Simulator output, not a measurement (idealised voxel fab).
Process module under the name voxel self aligned vias
Displayed cross-section: cut, width of 235 nm, square cells sized 5 nm.
For the purposes of this document, a cross-section shall be understood as a grid of square cells, specified as bands listed in top-to-bottom order, each band consisting of one or more rows of cells.
For a band, the entry starts with two heights in nm, that of the top and then that of the bottom, and carries on with the band's materials in order from left to right, each alongside its width in nm; the word "full width" beside a single material means it fills the band edge to edge, and "air" means empty space.
It should be noted that heights are counted from 0, beneath which the wafer as supplied is of one material throughout, and that the lowest band possesses no lower boundary but continues downward, as written in "z 0 and below".
Width "30 to 40": first value at the band's top row of cells, second value at its bottom row, equal change from row to row.
Key: "no alterations made" - step with no changed cell in the cross-section.
Closed empty spaces (no open way to the top) of 8 cells or more are what "Enclosed void catalog" lists, each as width x height at distance from the left edge, nm for all three.
Whatever follows a step's settings on its line is a remark the simulator itself makes about that step.
When a step includes a mask, the "overlay nm" setting on its line states how far to the right of its planned place that mask lay, and negative values state how far to the left.

-- Process steps foreseen in the plan
1,op RECEIVE | material Si
2,op CONFORMAL_DEP | material SiO2 | thk nm 10
3,op CONFORMAL_DEP | material SiCN | thk nm 5
4,op DIRECTIONAL_DEP | material lowk | thk nm 15
5,op DIRECTIONAL_DEP | material aC | thk nm 15
6,op PATTERN | tone open | mask id LINES | material resist | width nm 20 | pitch nm 50 | thk nm 35 | overlay nm 0
7,op DIRECTIONAL_ETCH | etch materials aC | depth nm 15
8,op STRIP | etch materials resist
9,op DIRECTIONAL_ETCH | etch materials lowk | depth nm 25
10,op STRIP | etch materials aC
11,op CONFORMAL_DEP | material TiN | thk nm 5
12,op FILL_DEP | material Ru | thk nm 5
13,op CMP | height nm 40
14,op SELECTIVE_ETCH | etch materials W Ru TiN | depth nm 5
15,op FILL_DEP | material SiN | thk nm 5
16,op CMP | height nm 40
17,op DIRECTIONAL_DEP | material lowk | thk nm 20
18,op DIRECTIONAL_DEP | material aC | thk nm 15
19,op PATTERN | tone open | mask id VIAS | material resist | width nm 30 | thk nm 30 | overlay nm 0
20,op DIRECTIONAL_ETCH | etch materials aC | depth nm 15
21,op STRIP | etch materials resist
22,op DIRECTIONAL_ETCH | etch materials lowk | depth nm 20
23,op DIRECTIONAL_ETCH | etch materials SiN | depth nm 5
24,op STRIP | etch materials aC
25,op CONFORMAL_DEP | material TiN | thk nm 5
26,op FILL_DEP | material Ru | thk nm 5
27,op CMP | height nm 60
28,op CONFORMAL_DEP | material SiCN | thk nm 5
For this document, wafers share an identical start and vary in the step 4 thk nm; the plan quotes the first wafer's value.

-- Cut through the first of several wafers as received, post step 1
> z 0 and below | Si full width
> Enclosed void catalog: none

-- Every row in this table is a wafer at the end of the module, and it gives, for each of the materials, the cells that wafer has gained (+) or lost (-) since it was received, then its closed voids
thk nm 15 | +28 Ru | +94 SiCN | +41 SiN | +94 SiO2 | +73 TiN | +281 lowk | Enclosed void catalog: none
thk nm 20 | +28 Ru | +94 SiCN | +41 SiN | +94 SiO2 | +34 TiN | +320 lowk | Enclosed void catalog: none
thk nm 25 | +26 Ru | +94 SiCN | +4 SiN | +94 SiO2 | +34 TiN | +359 lowk | Enclosed void catalog: none
thk nm 30 | +22 Ru | +94 SiCN | +4 SiN | +94 SiO2 | +30 TiN | +367 lowk | Enclosed void catalog: none
thk nm 35 | +18 Ru | +94 SiCN | +4 SiN | +94 SiO2 | +26 TiN | +375 lowk | Enclosed void catalog: none
thk nm 40 | +14 Ru | +94 SiCN | +4 SiN | +94 SiO2 | +22 TiN | +383 lowk | Enclosed void catalog: none
